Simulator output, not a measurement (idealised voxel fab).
process module | voxel ribs on slabs
Pictured: cross-section cut, 140 nm wide, on a grid of 5 nm square cells.
Format of a cross-section: grid, square cells. Given as bands. Order: top down. Band: one or more rows of cells. A band entry consists of two parts. The first gives the height of the band's top and the height of its bottom, in nm. The rest lists the band's materials from left to right, each with its width in nm. A single material labelled with the word "all across" fills the band from edge to edge, and the word "blank" marks empty space. Note: height 0 marks the level under which the wafer is uniformly one material as received. Lowest band unbounded below, written "from 0 down". Width spec "30->40" -> top row of cells at first value, bottom row at second value, equal per-row change in between. Key: "all unchanged" - step with no changed cell in the cross-section. The entry "Entrapped voids" lists the empty spaces that cover at least 8 cells and have no open path to the top. Each is written as width x height at distance, where the distance is measured from the left edge and all three values are in nm. Post-settings text on a step line: simulator's own remark regarding the step. Among the settings permitted on a step's line is "overlay nm"; applied to a step with a mask, it specifies the extent to which the mask lay to the right of its planned position, whereas a negative figure signifies a position to the left.

### Planned step list for the process
1: RECEIVE, material Si
2: DIRECTIONAL_DEP, material SiO2, thk nm 30
3: DIRECTIONAL_DEP, material polySi, thk nm 15
4: MASKED_ETCH, tone cover, mask id RIB, width nm 30, etch materials polySi, depth nm 5, overlay nm 0
5: PATTERN, tone cover, mask id SLAB, material resist, width nm 90, thk nm 15, overlay nm 0
6: DIRECTIONAL_ETCH, etch materials polySi, depth nm 10
7: STRIP, etch materials resist
8: FILL_DEP, material SiO2, thk nm 30
9: CMP, height nm 65
10: DIRECTIONAL_DEP, material W, thk nm 10
11: PATTERN, tone cover, mask id HEATER, material resist, width nm 40, thk nm 15, overlay nm 0
12: DIRECTIONAL_ETCH, etch materials W, depth nm 10
13: STRIP, etch materials resist
14: CONFORMAL_DEP, material SiO2, thk nm 10

### As-received state of the wafer in cross-section, equivalent to post-step 1
> from 0 down  Si all across
> Entrapped voids: none

### Sectioned view, first of two wafers, at the close of the module, processed as intended in the plan
> from 85 to 75  40 nm blank / 60 nm SiO2 / 40 nm blank
> from 75 to 65  50 nm SiO2 / 40 nm W / 50 nm SiO2
> from 65 to 45  SiO2 all across
> from 45 to 40  55 nm SiO2 / 30 nm polySi / 55 nm SiO2
> from 40 to 30  25 nm SiO2 / 90 nm polySi / 25 nm SiO2
> from 30 to 0  SiO2 all across
> from 0 down  Si all across
> Entrapped voids: none

### Cross-sectional view: second of two wafers, end of module; start and plan identical to the first, one mistake in running
> from 75 to 65  50 nm blank / 40 nm W / 50 nm blank
> from 65 to 45  SiO2 all across
> from 45 to 40  55 nm SiO2 / 30 nm polySi / 55 nm SiO2
> from 40 to 30  25 nm SiO2 / 90 nm polySi / 25 nm SiO2
> from 30 to 0  SiO2 all across
> from 0 down  Si all across
> Entrapped voids: none
Error vs. plan: with respect to the plan, step 14 was omitted and not executed
Looking at both finished wafers in cells, the second ends up ahead of or behind the first on some materials: -64 SiO2
